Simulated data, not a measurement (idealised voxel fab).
Module name: voxel gate over fins (process module)
It is cross-section cut that appears here, measuring 190 nm in width, its square cells being 5 nm in size.
We lay out every cross-section as a grid of square cells and spell it out in bands from the top down, where one band means one or more rows of cells. First you get the band's top height and its bottom height, in nm, and then the materials it's made of, left to right, with each width in nm. If you see a single material with "full width", that one covers the band edge to edge. "blank" is empty space. The reference from which all heights are counted is 0, the level beneath which the as-received wafer is entirely one material; the lowest band, having no lower bound, proceeds downward and is written after the example "z 0 and below". The two numbers in a width such as "30..40" mark its ends across the band: the first belongs to the top row of cells, the second to the bottom row, and from each row to the next the width moves by the same amount. You'll sometimes find "identical to before" written for a step, and that's the way of saying that nowhere in the cross-section did a cell change during that step. Reported under the label "Closed void table" are the empty spaces having no open way to the top and comprising 8 cells or more; the notation for each is width x height at distance, in which the distance is measured from the left edge and all three values are in nm. If you see something after the settings on a step's line, that's the simulator's own remark about that step. The optional step-line setting "overlay nm" applies to steps with a mask and quantifies how far to the right of its planned location the mask lay, a negative value indicating leftward placement.

HERE'S WHAT THE PLANNED PROCESS STEPS LOOK LIKE
| 1 | op RECEIVE | material Si |
| 2 | op CONFORMAL_DEP | material SiN | thk nm 5 |
| 3 | op DIRECTIONAL_DEP | material aC | thk nm 15 |
| 4 | op PATTERN | tone cover | mask id FINS | material resist | width nm 15 | pitch nm 40 | thk nm 30 | overlay nm 0 |
| 5 | op DIRECTIONAL_ETCH | etch materials aC | depth nm 15 |
| 6 | op STRIP | etch materials resist |
| 7 | op DIRECTIONAL_ETCH | etch materials SiN | depth nm 5 |
| 8 | op DIRECTIONAL_ETCH | etch materials Si | depth nm 35 |
| 9 | op STRIP | etch materials aC |
| 10 | op FILL_DEP | material SiO2 | thk nm 15 |
| 11 | op CMP | height nm 5 |
| 12 | op SELECTIVE_ETCH | etch materials SiO2 | depth nm 15 |
| 13 | op STRIP | etch materials SiN |
| 14 | op CONFORMAL_DEP | material HfO2 | thk nm 5 |
| 15 | op CONFORMAL_DEP | material TiN | thk nm 5 |
| 16 | op FILL_DEP | material W | thk nm 15 |
| 17 | op CMP | height nm 20 |
| 18 | op CONFORMAL_DEP | material SiN | thk nm 10 |

WHAT FOLLOWS COVERS THE FIRST OF TWO WAFERS; IT RAN AS PLANNED

WAFER AT RECEIPT (POST STEP 1), CROSS-SECTION
	z 0 and below  Si full width
	Closed void table: none

AFTER STEP 2: WAFER CROSS-SECTION
	z 5 to 0  SiN full width
	Below a height of 0, the structure has not been altered.

AFTER STEP 3: WAFER CROSS-SECTION
	z 20 to 5  aC full width
	Below a height of 5, the structure has not been altered.

AFTER STEP 4: WAFER CROSS-SECTION
	z 50 to 20  blank 65; resist 15; blank 25; resist 15; blank 70
	Below a height of 20, the structure has not been altered.

AFTER STEP 5: WAFER CROSS-SECTION
	z 35 to 20  blank 65; resist 15; blank 25; resist 15; blank 70
	z 20 to 5  blank 65; aC 15; blank 25; aC 15; blank 70
	Below a height of 5, the structure has not been altered.

AFTER STEP 6: WAFER CROSS-SECTION
	z 20 to 5  blank 65; aC 15; blank 25; aC 15; blank 70
	Below a height of 5, the structure has not been altered.

AFTER STEP 7: WAFER CROSS-SECTION
	z 20 to 5  blank 65; aC 15; blank 25; aC 15; blank 70
	z 5 to 0  blank 65; SiN 15; blank 25; SiN 15; blank 70
	Below a height of 0, the structure has not been altered.

AFTER STEP 8: WAFER CROSS-SECTION
	z 20 to 5  blank 65; aC 15; blank 25; aC 15; blank 70
	z 5 to 0  blank 65; SiN 15; blank 25; SiN 15; blank 70
	z 0 to -35  blank 65; Si 15; blank 25; Si 15; blank 70
	Below a height of -35, the structure has not been altered.

AFTER STEP 9: WAFER CROSS-SECTION
	z 5 to 0  blank 65; SiN 15; blank 25; SiN 15; blank 70
	Below a height of 0, the structure has not been altered.

AFTER STEP 10: WAFER CROSS-SECTION
	z 20 to 5  SiO2 full width
	z 5 to 0  SiO2 65; SiN 15; SiO2 25; SiN 15; SiO2 70
	z 0 to -35  SiO2 65; Si 15; SiO2 25; Si 15; SiO2 70
	Below a height of -35, the structure has not been altered.

AFTER STEP 11: WAFER CROSS-SECTION
	z 5 to 0  SiO2 65; SiN 15; SiO2 25; SiN 15; SiO2 70
	Below a height of 0, the structure has not been altered.

AFTER STEP 12: WAFER CROSS-SECTION
	z 5 to 0  blank 65; SiN 15; blank 25; SiN 15; blank 70
	z 0 to -10  blank 65; Si 15; blank 25; Si 15; blank 70
	Below a height of -10, the structure has not been altered.

AFTER STEP 13: WAFER CROSS-SECTION
	z 0 to -10  blank 65; Si 15; blank 25; Si 15; blank 70
	Below a height of -10, the structure has not been altered.

AFTER STEP 14: WAFER CROSS-SECTION
	z 5 to 0  blank 60; HfO2 25; blank 15; HfO2 25; blank 65
	z 0 to -5  blank 60; HfO2 5; Si 15; HfO2 5; blank 15; HfO2 5; Si 15; HfO2 5; blank 65
	z -5 to -10  HfO2 65; Si 15; HfO2 25; Si 15; HfO2 70
	Below a height of -10, the structure has not been altered.

AFTER STEP 15: WAFER CROSS-SECTION
	z 10 to 5  blank 55; TiN 35; blank 5; TiN 35; blank 60
	z 5 to 0  blank 55; TiN 5; HfO2 25; TiN 5; blank 5; TiN 5; HfO2 25; TiN 5; blank 60
	z 0 to -5  TiN 60; HfO2 5; Si 15; HfO2 5; TiN 15; HfO2 5; Si 15; HfO2 5; TiN 65
	Below a height of -5, the structure has not been altered.

AFTER STEP 16: WAFER CROSS-SECTION
	z 25 to 10  W full width
	z 10 to 5  W 55; TiN 35; W 5; TiN 35; W 60
	z 5 to 0  W 55; TiN 5; HfO2 25; TiN 5; W 5; TiN 5; HfO2 25; TiN 5; W 60
	Below a height of 0, the structure has not been altered.

AFTER STEP 17: WAFER CROSS-SECTION
	z 20 to 10  W full width
	Below a height of 10, the structure has not been altered.

AFTER STEP 18: WAFER CROSS-SECTION
	z 30 to 20  SiN full width
	Below a height of 20, the structure has not been altered.

SECOND WAFER: SAME START AND SAME PLAN AS THE FIRST, ONE EXECUTION ERROR; IDENTICAL TO THE FIRST THROUGH STEP 9

X-SECTION, SECOND WAFER, WHEN STEP 10 WAS DUE TO FINISH
	z 20 to 5  W full width
	z 5 to 0  W 65; SiN 15; W 25; SiN 15; W 70
	z 0 to -35  W 65; Si 15; W 25; Si 15; W 70
	Below a height of -35, the structure has not been altered.

X-SECTION, SECOND WAFER, WHEN STEP 11 WAS DUE TO FINISH
	z 5 to 0  W 65; SiN 15; W 25; SiN 15; W 70
	Below a height of 0, the structure has not been altered.

X-section, second wafer, when step 12 was due to finish: identical to before

X-SECTION, SECOND WAFER, WHEN STEP 13 WAS DUE TO FINISH
	z 5 to 0  W 65; blank 15; W 25; blank 15; W 70
	Below a height of 0, the structure has not been altered.

X-SECTION, SECOND WAFER, WHEN STEP 14 WAS DUE TO FINISH
	z 10 to 5  HfO2 70; blank 5; HfO2 35; blank 5; HfO2 75
	z 5 to 0  W 65; HfO2 15; W 25; HfO2 15; W 70
	Below a height of 0, the structure has not been altered.

X-SECTION, SECOND WAFER, WHEN STEP 15 WAS DUE TO FINISH
	z 15 to 10  TiN full width
	z 10 to 5  HfO2 70; TiN 5; HfO2 35; TiN 5; HfO2 75
	Below a height of 5, the structure has not been altered.

X-SECTION, SECOND WAFER, WHEN STEP 16 WAS DUE TO FINISH
	z 30 to 15  W full width
	Below a height of 15, the structure has not been altered.

X-SECTION, SECOND WAFER, WHEN STEP 17 WAS DUE TO FINISH
	z 20 to 15  W full width
	Below a height of 15, the structure has not been altered.

X-SECTION, SECOND WAFER, WHEN STEP 18 WAS DUE TO FINISH
	z 30 to 20  SiN full width
	Below a height of 20, the structure has not been altered.
Plan not followed: step 10 was run on a setting that differed from the plan, and what really ran there is op FILL_DEP | material W | thk nm 15
Counted in cells at the end, the second wafer holds more or fewer of these materials than the first: 4 fewer of HfO2; 160 fewer of SiO2; 6 fewer of TiN; 170 more of W
